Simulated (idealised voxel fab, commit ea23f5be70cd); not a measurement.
Title: Process Module voxel transistor to metal
The figure presents cross-section cut, which has a width of 215 nm and is divided into square cells with an edge length of 5 nm.
In this document a cross-section is written as a grid of square cells. It is given as a series of bands, listed from the top down, and a band is one or more rows of cells.
For a band, the entry starts with two heights in nm, that of the top and then that of the bottom, and carries on with the band's materials in order from left to right, each alongside its width in nm; the word "all across" beside a single material means it fills the band edge to edge, and "blank" means empty space.
Heights are reckoned from 0. Under this level, the received wafer is all of one material. The bottommost band is open-ended downward, for example "0 nm and below".
Width "30 to 40": first value at the band's top row of cells, second value at its bottom row, equal change from row to row.
For the purposes of this document, the phrase "same as before" attached to a step denotes that no cell within the cross-section was modified by that step.
Basically, "Fully enclosed voids" tells you about the enclosed voids: empty spaces with no open way to the top, 8 cells or bigger, each written width x height at distance, where distance is from the left edge, all in nm.
That trailing text on a step's line, after the settings, is the simulator's own remark on the step.
"overlay nm" on a masked step: distance the mask lay right of its planned place, negative for left.

SO HERE'S THE LINEUP OF PROCESS STEPS WE PLANNED
1. RECEIVE with material Si
2. OXIDIZE with depth nm 5
3. CONFORMAL_DEP with material SiN, thk nm 10
4. MASKED_ETCH with tone cover, mask id ACTIVE, width nm 125, etch materials SiN, depth nm 10, overlay nm 0
5. MASKED_ETCH with tone cover, mask id ACTIVE, width nm 125, etch materials SiO2, depth nm 5, overlay nm 0
6. MASKED_ETCH with tone cover, mask id ACTIVE, width nm 125, etch materials Si, depth nm 20, overlay nm 0
7. FILL_DEP with material SiO2, thk nm 5
8. CMP with height nm 10
9. SELECTIVE_ETCH with etch materials SiO2, depth nm 10
10. STRIP with etch materials SiN
11. SELECTIVE_ETCH with etch materials SiO2, depth nm 5
12. OXIDIZE with depth nm 5
13. DIRECTIONAL_DEP with material polySi, thk nm 20
14. DIRECTIONAL_DEP with material SiCN, thk nm 15
15. DIRECTIONAL_DEP with material aC, thk nm 15
16. PATTERN with tone cover, mask id GATE, material resist, width nm 35, thk nm 35, overlay nm 0
17. DIRECTIONAL_ETCH with etch materials aC, depth nm 15
18. STRIP with etch materials resist
19. DIRECTIONAL_ETCH with etch materials SiCN, depth nm 25
20. DIRECTIONAL_ETCH with etch materials polySi, depth nm 30
21. STRIP with etch materials aC
22. CONFORMAL_DEP with material SiO2, thk nm 5
23. DIRECTIONAL_ETCH with etch materials SiO2, depth nm 5
24. CONFORMAL_DEP with material SiN, thk nm 10
25. DIRECTIONAL_ETCH with etch materials SiN, depth nm 10
26. DIRECTIONAL_ETCH with etch materials SiO2, depth nm 5
27. DIRECTIONAL_ETCH with etch materials Si, depth nm 5
28. EPI with material pSi, thk nm 5
29. FILL_DEP with material SiO2, thk nm 10
30. CMP with height nm 15
31. STRIP with etch materials polySi
32. SELECTIVE_ETCH with etch materials SiO2, depth nm 5
33. CONFORMAL_DEP with material HfO2, thk nm 5
34. CONFORMAL_DEP with material TiN, thk nm 5
35. FILL_DEP with material W, thk nm 10
36. CMP with height nm 10
37. DIRECTIONAL_DEP with material SiO2, thk nm 10
38. PATTERN with tone open, mask id CONTACT, material resist, width nm 20, pitch nm 85, thk nm 15, overlay nm 0
39. DIRECTIONAL_ETCH with etch materials SiO2, depth nm 30
40. STRIP with etch materials resist
41. CONFORMAL_DEP with material TiN, thk nm 5
42. FILL_DEP with material Ru, thk nm 5
43. CMP with height nm 20
44. DIRECTIONAL_DEP with material TiN, thk nm 5
45. DIRECTIONAL_DEP with material W, thk nm 15
46. DIRECTIONAL_DEP with material aC, thk nm 15
47. PATTERN with tone cover, mask id METAL_1, material resist, width nm 20, pitch nm 85, thk nm 35, overlay nm 0
48. DIRECTIONAL_ETCH with etch materials aC, depth nm 15
49. STRIP with etch materials resist
50. DIRECTIONAL_ETCH with etch materials W, depth nm 15
51. DIRECTIONAL_ETCH with etch materials TiN, depth nm 5
52. STRIP with etch materials aC
53. FILL_DEP with material lowk, thk nm 10
54. CMP with height nm 40
55. CONFORMAL_DEP with material SiCN, thk nm 5

THE FIRST OF A SET OF TWO WAFERS, RUN TO PLAN

CROSS-SECTION, INCOMING MATERIAL, AFTER STEP 1
0 nm and below | Si all across
Fully enclosed voids: none

SECTIONAL VIEW: WAFER, AFTER STEP 2
0 nm to -5 nm | SiO2 all across
Lower than -5, everything is as it was.

SECTIONAL VIEW: WAFER, AFTER STEP 3
10 nm to 0 nm | SiN all across
Lower than 0, everything is as it was.

SECTIONAL VIEW: WAFER, AFTER STEP 4
10 nm to 0 nm | 45 blank, then 125 SiN, then 45 blank
Lower than 0, everything is as it was.

SECTIONAL VIEW: WAFER, AFTER STEP 5
10 nm to 0 nm | 45 blank, then 125 SiN, then 45 blank
0 nm to -5 nm | 45 blank, then 125 SiO2, then 45 blank
Lower than -5, everything is as it was.

SECTIONAL VIEW: WAFER, AFTER STEP 6
10 nm to 0 nm | 45 blank, then 125 SiN, then 45 blank
0 nm to -5 nm | 45 blank, then 125 SiO2, then 45 blank
-5 nm to -25 nm | 45 blank, then 125 Si, then 45 blank
Lower than -25, everything is as it was.

SECTIONAL VIEW: WAFER, AFTER STEP 7
15 nm to 10 nm | SiO2 all across
10 nm to 0 nm | 45 SiO2, then 125 SiN, then 45 SiO2
0 nm to -5 nm | SiO2 all across
-5 nm to -25 nm | 45 SiO2, then 125 Si, then 45 SiO2
Lower than -25, everything is as it was.

SECTIONAL VIEW: WAFER, AFTER STEP 8
10 nm to 0 nm | 45 SiO2, then 125 SiN, then 45 SiO2
Lower than 0, everything is as it was.

SECTIONAL VIEW: WAFER, AFTER STEP 9
10 nm to 0 nm | 45 blank, then 125 SiN, then 45 blank
Lower than 0, everything is as it was.

SECTIONAL VIEW: WAFER, AFTER STEP 10
0 nm to -5 nm | SiO2 all across
Lower than -5, everything is as it was.

SECTIONAL VIEW: WAFER, AFTER STEP 11
-5 nm to -25 nm | 45 SiO2, then 125 Si, then 45 SiO2
Lower than -25, everything is as it was.

SECTIONAL VIEW: WAFER, AFTER STEP 12
-5 nm to -10 nm | SiO2 all across
Lower than -10, everything is as it was.

SECTIONAL VIEW: WAFER, AFTER STEP 13
15 nm to -5 nm | polySi all across
Lower than -5, everything is as it was.

SECTIONAL VIEW: WAFER, AFTER STEP 14
30 nm to 15 nm | SiCN all across
Lower than 15, everything is as it was.

SECTIONAL VIEW: WAFER, AFTER STEP 15
45 nm to 30 nm | aC all across
Lower than 30, everything is as it was.

SECTIONAL VIEW: WAFER, AFTER STEP 16
80 nm to 45 nm | 90 blank, then 35 resist, then 90 blank
Lower than 45, everything is as it was.

SECTIONAL VIEW: WAFER, AFTER STEP 17
65 nm to 45 nm | 90 blank, then 35 resist, then 90 blank
45 nm to 30 nm | 90 blank, then 35 aC, then 90 blank
Lower than 30, everything is as it was.

SECTIONAL VIEW: WAFER, AFTER STEP 18
45 nm to 30 nm | 90 blank, then 35 aC, then 90 blank
Lower than 30, everything is as it was.

SECTIONAL VIEW: WAFER, AFTER STEP 19
45 nm to 30 nm | 90 blank, then 35 aC, then 90 blank
30 nm to 15 nm | 90 blank, then 35 SiCN, then 90 blank
Lower than 15, everything is as it was.

SECTIONAL VIEW: WAFER, AFTER STEP 20
45 nm to 30 nm | 90 blank, then 35 aC, then 90 blank
30 nm to 15 nm | 90 blank, then 35 SiCN, then 90 blank
15 nm to -5 nm | 90 blank, then 35 polySi, then 90 blank
Lower than -5, everything is as it was.

SECTIONAL VIEW: WAFER, AFTER STEP 21
30 nm to 15 nm | 90 blank, then 35 SiCN, then 90 blank
Lower than 15, everything is as it was.

SECTIONAL VIEW: WAFER, AFTER STEP 22
35 nm to 30 nm | 85 blank, then 45 SiO2, then 85 blank
30 nm to 15 nm | 85 blank, then 5 SiO2, then 35 SiCN, then 5 SiO2, then 85 blank
15 nm to 0 nm | 85 blank, then 5 SiO2, then 35 polySi, then 5 SiO2, then 85 blank
0 nm to -5 nm | 90 SiO2, then 35 polySi, then 90 SiO2
Lower than -5, everything is as it was.

SECTIONAL VIEW: WAFER, AFTER STEP 23
30 nm to 15 nm | 85 blank, then 5 SiO2, then 35 SiCN, then 5 SiO2, then 85 blank
15 nm to -5 nm | 85 blank, then 5 SiO2, then 35 polySi, then 5 SiO2, then 85 blank
Lower than -5, everything is as it was.

SECTIONAL VIEW: WAFER, AFTER STEP 24
40 nm to 30 nm | 75 blank, then 65 SiN, then 75 blank
30 nm to 15 nm | 75 blank, then 10 SiN, then 5 SiO2, then 35 SiCN, then 5 SiO2, then 10 SiN, then 75 blank
15 nm to 5 nm | 75 blank, then 10 SiN, then 5 SiO2, then 35 polySi, then 5 SiO2, then 10 SiN, then 75 blank
5 nm to -5 nm | 85 SiN, then 5 SiO2, then 35 polySi, then 5 SiO2, then 85 SiN
Lower than -5, everything is as it was.

SECTIONAL VIEW: WAFER, AFTER STEP 25
30 nm to 15 nm | 75 blank, then 10 SiN, then 5 SiO2, then 35 SiCN, then 5 SiO2, then 10 SiN, then 75 blank
15 nm to -5 nm | 75 blank, then 10 SiN, then 5 SiO2, then 35 polySi, then 5 SiO2, then 10 SiN, then 75 blank
Lower than -5, everything is as it was.

SECTIONAL VIEW: WAFER, AFTER STEP 26
30 nm to 25 nm | 75 blank, then 10 SiN, then 5 blank, then 35 SiCN, then 5 blank, then 10 SiN, then 75 blank
25 nm to 15 nm | 75 blank, then 10 SiN, then 5 SiO2, then 35 SiCN, then 5 SiO2, then 10 SiN, then 75 blank
15 nm to -5 nm | 75 blank, then 10 SiN, then 5 SiO2, then 35 polySi, then 5 SiO2, then 10 SiN, then 75 blank
-5 nm to -10 nm | 75 blank, then 65 SiO2, then 75 blank
Lower than -10, everything is as it was.

SECTIONAL VIEW: WAFER, AFTER STEP 27
30 nm to 25 nm | 75 blank, then 10 SiN, then 5 blank, then 35 SiCN, then 5 blank, then 10 SiN, then 75 blank
25 nm to 15 nm | 75 blank, then 10 SiN, then 5 SiO2, then 35 SiCN, then 5 SiO2, then 10 SiN, then 75 blank
15 nm to -5 nm | 75 blank, then 10 SiN, then 5 SiO2, then 35 polySi, then 5 SiO2, then 10 SiN, then 75 blank
-5 nm to -10 nm | 75 blank, then 65 SiO2, then 75 blank
-10 nm to -15 nm | 45 SiO2, then 30 blank, then 65 Si, then 30 blank, then 45 SiO2
Lower than -15, everything is as it was.

SECTIONAL VIEW: WAFER, AFTER STEP 28
30 nm to 25 nm | 75 blank, then 10 SiN, then 5 blank, then 35 SiCN, then 5 blank, then 10 SiN, then 75 blank
25 nm to 15 nm | 75 blank, then 10 SiN, then 5 SiO2, then 35 SiCN, then 5 SiO2, then 10 SiN, then 75 blank
15 nm to -5 nm | 75 blank, then 10 SiN, then 5 SiO2, then 35 polySi, then 5 SiO2, then 10 SiN, then 75 blank
-5 nm to -10 nm | 70 blank, then 5 pSi, then 65 SiO2, then 5 pSi, then 70 blank
-10 nm to -15 nm | 45 SiO2, then 30 pSi, then 65 Si, then 30 pSi, then 45 SiO2
Lower than -15, everything is as it was.

SECTIONAL VIEW: WAFER, AFTER STEP 29
40 nm to 30 nm | SiO2 all across
30 nm to 15 nm | 75 SiO2, then 10 SiN, then 5 SiO2, then 35 SiCN, then 5 SiO2, then 10 SiN, then 75 SiO2
15 nm to -5 nm | 75 SiO2, then 10 SiN, then 5 SiO2, then 35 polySi, then 5 SiO2, then 10 SiN, then 75 SiO2
-5 nm to -10 nm | 70 SiO2, then 5 pSi, then 65 SiO2, then 5 pSi, then 70 SiO2
Lower than -10, everything is as it was.

SECTIONAL VIEW: WAFER, AFTER STEP 30
15 nm to -5 nm | 75 SiO2, then 10 SiN, then 5 SiO2, then 35 polySi, then 5 SiO2, then 10 SiN, then 75 SiO2
Lower than -5, everything is as it was.

SECTIONAL VIEW: WAFER, AFTER STEP 31
15 nm to -5 nm | 75 SiO2, then 10 SiN, then 5 SiO2, then 35 blank, then 5 SiO2, then 10 SiN, then 75 SiO2
Lower than -5, everything is as it was.

SECTIONAL VIEW: WAFER, AFTER STEP 32
15 nm to 10 nm | 75 blank, then 10 SiN, then 45 blank, then 10 SiN, then 75 blank
10 nm to -5 nm | 75 SiO2, then 10 SiN, then 45 blank, then 10 SiN, then 75 SiO2
-5 nm to -10 nm | 70 SiO2, then 5 pSi, then 10 SiO2, then 45 blank, then 10 SiO2, then 5 pSi, then 70 SiO2
Lower than -10, everything is as it was.

SECTIONAL VIEW: WAFER, AFTER STEP 33
20 nm to 15 nm | 70 blank, then 20 HfO2, then 35 blank, then 20 HfO2, then 70 blank
15 nm to 10 nm | 75 HfO2, then 10 SiN, then 5 HfO2, then 35 blank, then 5 HfO2, then 10 SiN, then 75 HfO2
10 nm to -5 nm | 75 SiO2, then 10 SiN, then 5 HfO2, then 35 blank, then 5 HfO2, then 10 SiN, then 75 SiO2
-5 nm to -10 nm | 70 SiO2, then 5 pSi, then 10 SiO2, then 45 HfO2, then 10 SiO2, then 5 pSi, then 70 SiO2
Lower than -10, everything is as it was.

SECTIONAL VIEW: WAFER, AFTER STEP 34
25 nm to 20 nm | 65 blank, then 30 TiN, then 25 blank, then 30 TiN, then 65 blank
20 nm to 15 nm | 70 TiN, then 20 HfO2, then 5 TiN, then 25 blank, then 5 TiN, then 20 HfO2, then 70 TiN
15 nm to 10 nm | 75 HfO2, then 10 SiN, then 5 HfO2, then 5 TiN, then 25 blank, then 5 TiN, then 5 HfO2, then 10 SiN, then 75 HfO2
10 nm to 0 nm | 75 SiO2, then 10 SiN, then 5 HfO2, then 5 TiN, then 25 blank, then 5 TiN, then 5 HfO2, then 10 SiN, then 75 SiO2
0 nm to -5 nm | 75 SiO2, then 10 SiN, then 5 HfO2, then 35 TiN, then 5 HfO2, then 10 SiN, then 75 SiO2
Lower than -5, everything is as it was.

SECTIONAL VIEW: WAFER, AFTER STEP 35
35 nm to 25 nm | W all across
25 nm to 20 nm | 65 W, then 30 TiN, then 25 W, then 30 TiN, then 65 W
20 nm to 15 nm | 70 TiN, then 20 HfO2, then 5 TiN, then 25 W, then 5 TiN, then 20 HfO2, then 70 TiN
15 nm to 10 nm | 75 HfO2, then 10 SiN, then 5 HfO2, then 5 TiN, then 25 W, then 5 TiN, then 5 HfO2, then 10 SiN, then 75 HfO2
10 nm to 0 nm | 75 SiO2, then 10 SiN, then 5 HfO2, then 5 TiN, then 25 W, then 5 TiN, then 5 HfO2, then 10 SiN, then 75 SiO2
Lower than 0, everything is as it was.

SECTIONAL VIEW: WAFER, AFTER STEP 36
10 nm to 0 nm | 75 SiO2, then 10 SiN, then 5 HfO2, then 5 TiN, then 25 W, then 5 TiN, then 5 HfO2, then 10 SiN, then 75 SiO2
Lower than 0, everything is as it was.

SECTIONAL VIEW: WAFER, AFTER STEP 37
20 nm to 10 nm | SiO2 all across
Lower than 10, everything is as it was.

SECTIONAL VIEW: WAFER, AFTER STEP 38
35 nm to 20 nm | 55 resist, then 20 blank, then 65 resist, then 20 blank, then 55 resist
Lower than 20, everything is as it was.

SECTIONAL VIEW: WAFER, AFTER STEP 39
35 nm to 20 nm | 55 resist, then 20 blank, then 65 resist, then 20 blank, then 55 resist
20 nm to 10 nm | 55 SiO2, then 20 blank, then 65 SiO2, then 20 blank, then 55 SiO2
10 nm to 0 nm | 55 SiO2, then 20 blank, then 10 SiN, then 5 HfO2, then 5 TiN, then 25 W, then 5 TiN, then 5 HfO2, then 10 SiN, then 20 blank, then 55 SiO2
0 nm to -5 nm | 55 SiO2, then 20 blank, then 10 SiN, then 5 HfO2, then 35 TiN, then 5 HfO2, then 10 SiN, then 20 blank, then 55 SiO2
-5 nm to -10 nm | 55 SiO2, then 15 blank, then 5 pSi, then 10 SiO2, then 45 HfO2, then 10 SiO2, then 5 pSi, then 15 blank, then 55 SiO2
Lower than -10, everything is as it was.

SECTIONAL VIEW: WAFER, AFTER STEP 40
20 nm to 10 nm | 55 SiO2, then 20 blank, then 65 SiO2, then 20 blank, then 55 SiO2
Lower than 10, everything is as it was.

SECTIONAL VIEW: WAFER, AFTER STEP 41
25 nm to 20 nm | 60 TiN, then 10 blank, then 75 TiN, then 10 blank, then 60 TiN
20 nm to 10 nm | 55 SiO2, then 5 TiN, then 10 blank, then 5 TiN, then 65 SiO2, then 5 TiN, then 10 blank, then 5 TiN, then 55 SiO2
10 nm to 0 nm | 55 SiO2, then 5 TiN, then 10 blank, then 5 TiN, then 10 SiN, then 5 HfO2, then 5 TiN, then 25 W, then 5 TiN, then 5 HfO2, then 10 SiN, then 5 TiN, then 10 blank, then 5 TiN, then 55 SiO2
0 nm to -5 nm | 55 SiO2, then 5 TiN, then 5 blank, then 10 TiN, then 10 SiN, then 5 HfO2, then 35 TiN, then 5 HfO2, then 10 SiN, then 10 TiN, then 5 blank, then 5 TiN, then 55 SiO2
-5 nm to -10 nm | 55 SiO2, then 15 TiN, then 5 pSi, then 10 SiO2, then 45 HfO2, then 10 SiO2, then 5 pSi, then 15 TiN, then 55 SiO2
Lower than -10, everything is as it was.

SECTIONAL VIEW: WAFER, AFTER STEP 42
30 nm to 25 nm | Ru all across
25 nm to 20 nm | 60 TiN, then 10 Ru, then 75 TiN, then 10 Ru, then 60 TiN
20 nm to 10 nm | 55 SiO2, then 5 TiN, then 10 Ru, then 5 TiN, then 65 SiO2, then 5 TiN, then 10 Ru, then 5 TiN, then 55 SiO2
10 nm to 0 nm | 55 SiO2, then 5 TiN, then 10 Ru, then 5 TiN, then 10 SiN, then 5 HfO2, then 5 TiN, then 25 W, then 5 TiN, then 5 HfO2, then 10 SiN, then 5 TiN, then 10 Ru, then 5 TiN, then 55 SiO2
0 nm to -5 nm | 55 SiO2, then 5 TiN, then 5 Ru, then 10 TiN, then 10 SiN, then 5 HfO2, then 35 TiN, then 5 HfO2, then 10 SiN, then 10 TiN, then 5 Ru, then 5 TiN, then 55 SiO2
Lower than -5, everything is as it was.

SECTIONAL VIEW: WAFER, AFTER STEP 43
20 nm to 10 nm | 55 SiO2, then 5 TiN, then 10 Ru, then 5 TiN, then 65 SiO2, then 5 TiN, then 10 Ru, then 5 TiN, then 55 SiO2
Lower than 10, everything is as it was.

SECTIONAL VIEW: WAFER, AFTER STEP 44
25 nm to 20 nm | TiN all across
Lower than 20, everything is as it was.

SECTIONAL VIEW: WAFER, AFTER STEP 45
40 nm to 25 nm | W all across
Lower than 25, everything is as it was.

SECTIONAL VIEW: WAFER, AFTER STEP 46
55 nm to 40 nm | aC all across
Lower than 40, everything is as it was.

SECTIONAL VIEW: WAFER, AFTER STEP 47
90 nm to 55 nm | 55 blank, then 20 resist, then 65 blank, then 20 resist, then 55 blank
Lower than 55, everything is as it was.

SECTIONAL VIEW: WAFER, AFTER STEP 48
75 nm to 55 nm | 55 blank, then 20 resist, then 65 blank, then 20 resist, then 55 blank
55 nm to 40 nm | 55 blank, then 20 aC, then 65 blank, then 20 aC, then 55 blank
Lower than 40, everything is as it was.

SECTIONAL VIEW: WAFER, AFTER STEP 49
55 nm to 40 nm | 55 blank, then 20 aC, then 65 blank, then 20 aC, then 55 blank
Lower than 40, everything is as it was.

SECTIONAL VIEW: WAFER, AFTER STEP 50
55 nm to 40 nm | 55 blank, then 20 aC, then 65 blank, then 20 aC, then 55 blank
40 nm to 25 nm | 55 blank, then 20 W, then 65 blank, then 20 W, then 55 blank
Lower than 25, everything is as it was.

SECTIONAL VIEW: WAFER, AFTER STEP 51
55 nm to 40 nm | 55 blank, then 20 aC, then 65 blank, then 20 aC, then 55 blank
40 nm to 25 nm | 55 blank, then 20 W, then 65 blank, then 20 W, then 55 blank
25 nm to 20 nm | 55 blank, then 20 TiN, then 65 blank, then 20 TiN, then 55 blank
Lower than 20, everything is as it was.

SECTIONAL VIEW: WAFER, AFTER STEP 52
40 nm to 25 nm | 55 blank, then 20 W, then 65 blank, then 20 W, then 55 blank
Lower than 25, everything is as it was.

SECTIONAL VIEW: WAFER, AFTER STEP 53
50 nm to 40 nm | lowk all across
40 nm to 25 nm | 55 lowk, then 20 W, then 65 lowk, then 20 W, then 55 lowk
25 nm to 20 nm | 55 lowk, then 20 TiN, then 65 lowk, then 20 TiN, then 55 lowk
Lower than 20, everything is as it was.

SECTIONAL VIEW: WAFER, AFTER STEP 54
40 nm to 25 nm | 55 lowk, then 20 W, then 65 lowk, then 20 W, then 55 lowk
Lower than 25, everything is as it was.

SECTIONAL VIEW: WAFER, AFTER STEP 55
45 nm to 40 nm | SiCN all across
Lower than 40, everything is as it was.

REGARDING THE SECOND OF THE TWO WAFERS: IT SHARED THE FIRST WAFER'S STARTING CONDITION AND PROCESS PLAN, YET ONE ERROR OCCURRED DURING ITS EXECUTION. ITS HISTORY COINCIDES WITH THAT OF THE FIRST WAFER UP TO AND INCLUDING STEP 43

CROSS-SECTION OF THE SECOND WAFER AT THE TIME STEP 44 OF THE PLAN SHOULD HAVE ENDED
35 nm to 20 nm | W all across
Lower than 20, everything is as it was.

CROSS-SECTION OF THE SECOND WAFER AT THE TIME STEP 45 OF THE PLAN SHOULD HAVE ENDED
40 nm to 35 nm | TiN all across
Lower than 35, everything is as it was.

CROSS-SECTION OF THE SECOND WAFER AT THE TIME STEP 46 OF THE PLAN SHOULD HAVE ENDED
55 nm to 40 nm | aC all across
Lower than 40, everything is as it was.

CROSS-SECTION OF THE SECOND WAFER AT THE TIME STEP 47 OF THE PLAN SHOULD HAVE ENDED
90 nm to 55 nm | 55 blank, then 20 resist, then 65 blank, then 20 resist, then 55 blank
Lower than 55, everything is as it was.

CROSS-SECTION OF THE SECOND WAFER AT THE TIME STEP 48 OF THE PLAN SHOULD HAVE ENDED
75 nm to 55 nm | 55 blank, then 20 resist, then 65 blank, then 20 resist, then 55 blank
55 nm to 40 nm | 55 blank, then 20 aC, then 65 blank, then 20 aC, then 55 blank
Lower than 40, everything is as it was.

CROSS-SECTION OF THE SECOND WAFER AT THE TIME STEP 49 OF THE PLAN SHOULD HAVE ENDED
55 nm to 40 nm | 55 blank, then 20 aC, then 65 blank, then 20 aC, then 55 blank
Lower than 40, everything is as it was.

Cross-section of the second wafer at the time step 50 of the plan should have ended: same as before

CROSS-SECTION OF THE SECOND WAFER AT THE TIME STEP 51 OF THE PLAN SHOULD HAVE ENDED
55 nm to 40 nm | 55 blank, then 20 aC, then 65 blank, then 20 aC, then 55 blank
40 nm to 35 nm | 55 blank, then 20 TiN, then 65 blank, then 20 TiN, then 55 blank
Lower than 35, everything is as it was.

CROSS-SECTION OF THE SECOND WAFER AT THE TIME STEP 52 OF THE PLAN SHOULD HAVE ENDED
40 nm to 35 nm | 55 blank, then 20 TiN, then 65 blank, then 20 TiN, then 55 blank
Lower than 35, everything is as it was.

CROSS-SECTION OF THE SECOND WAFER AT THE TIME STEP 53 OF THE PLAN SHOULD HAVE ENDED
50 nm to 40 nm | lowk all across
40 nm to 35 nm | 55 lowk, then 20 TiN, then 65 lowk, then 20 TiN, then 55 lowk
Lower than 35, everything is as it was.

CROSS-SECTION OF THE SECOND WAFER AT THE TIME STEP 54 OF THE PLAN SHOULD HAVE ENDED
40 nm to 35 nm | 55 lowk, then 20 TiN, then 65 lowk, then 20 TiN, then 55 lowk
Lower than 35, everything is as it was.

CROSS-SECTION OF THE SECOND WAFER AT THE TIME STEP 55 OF THE PLAN SHOULD HAVE ENDED
45 nm to 40 nm | SiCN all across
Lower than 40, everything is as it was.
Nonconformance to the process plan: contrary to the plan, steps 44 and 45 were processed in exchanged order
Wrapping up, a cell-based count of both wafers puts the second over or under the first for these materials: +105 W, -105 lowk
